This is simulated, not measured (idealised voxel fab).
The following process module bears the name voxel fin reveal.
FYI the section here is cut, 270 nm wide, cells are 5 nm squares.
Cross-sections here: square-cell grids, written as top-down lists of bands, a band being one or more rows of cells.
Band: top height; bottom height; in nm. Then, left to right: material with width in nm, for each material. "edge to edge": a single material spanning edge to edge. "air": empty space.
Height reference: 0 = level under which incoming wafer is all one material. Lowest band: no bottom, runs on downward, e.g. "0 nm and below".
Think of "30..40" as a width that walks from the first number to the second as you go down the band, top row to bottom row, taking equal-sized steps from row to row.
Key: "nothing got changed" - step with no changed cell in the cross-section.
Under "Closed void listing" you'll find the enclosed gaps, the ones with no way out to the top, that are 8 cells or bigger; each reads width x height at distance, with distance counted from the left edge, everything in nm.
Past the settings on a step's line: simulator remark, on that step.
"overlay nm", when on a step's line for a step with a mask, measures how far to the right of its planned place the mask lay; a negative measure means to the left.

THESE ARE THE STEPS WE PLANNED FOR THE PROCESS
1. RECEIVE [material Si]
2. CONFORMAL_DEP [material SiN] [thk nm 5]
3. PATTERN [tone cover] [mask id FINS] [material resist] [width nm 15] [pitch nm 40] [thk nm 15] [overlay nm 0]
4. DIRECTIONAL_ETCH [etch materials SiN] [depth nm 5]
5. DIRECTIONAL_ETCH [etch materials Si] [depth nm 40]
6. STRIP [etch materials resist]
7. OXIDIZE [depth nm 5]
8. FILL_DEP [material SiO2] [thk nm 10]
9. CMP [height nm 5]
10. SELECTIVE_ETCH [etch materials SiO2] [depth nm 30]
11. STRIP [etch materials SiN]

CROSS-SECTION OF THE WAFER UPON ARRIVAL, REPRESENTING THE STATE REACHED AFTER STEP 1
    0 nm and below: Si edge to edge
    Closed void listing: none

FIRST WAFER OF TWO, SECTIONED AT END OF MODULE; RUN WENT PER PLAN
    0 nm to -25 nm: air 70 nm; Si 5 nm; air 35 nm; Si 5 nm; air 35 nm; Si 5 nm; air 35 nm; Si 5 nm; air 75 nm
    -25 nm to -45 nm: SiO2 70 nm; Si 5 nm; SiO2 35 nm; Si 5 nm; SiO2 35 nm; Si 5 nm; SiO2 35 nm; Si 5 nm; SiO2 75 nm
    -45 nm and below: Si edge to edge
    Closed void listing: none

SECOND WAFER AT THE END: LIKE START, LIKE PLAN, ONE MISTAKE
    0 nm to -25 nm: air 70 nm; Si 5 nm; air 35 nm; Si 5 nm; air 35 nm; Si 5 nm; air 35 nm; Si 5 nm; air 75 nm
    -25 nm to -30 nm: SiO2 35 nm; air 35 nm; Si 5 nm; air 35 nm; Si 5 nm; air 35 nm; Si 5 nm; air 35 nm; Si 5 nm; air 35 nm; SiO2 40 nm
    -30 nm to -45 nm: SiO2 70 nm; Si 5 nm; SiO2 35 nm; Si 5 nm; SiO2 35 nm; Si 5 nm; SiO2 35 nm; Si 5 nm; SiO2 75 nm
    -45 nm and below: Si edge to edge
    Closed void listing: none
What broke from the plan during processing? steps 10 and 11 were swapped
The closing comparison, in cells, has the second wafer with more or fewer of some materials than the first: 35 fewer of SiO2
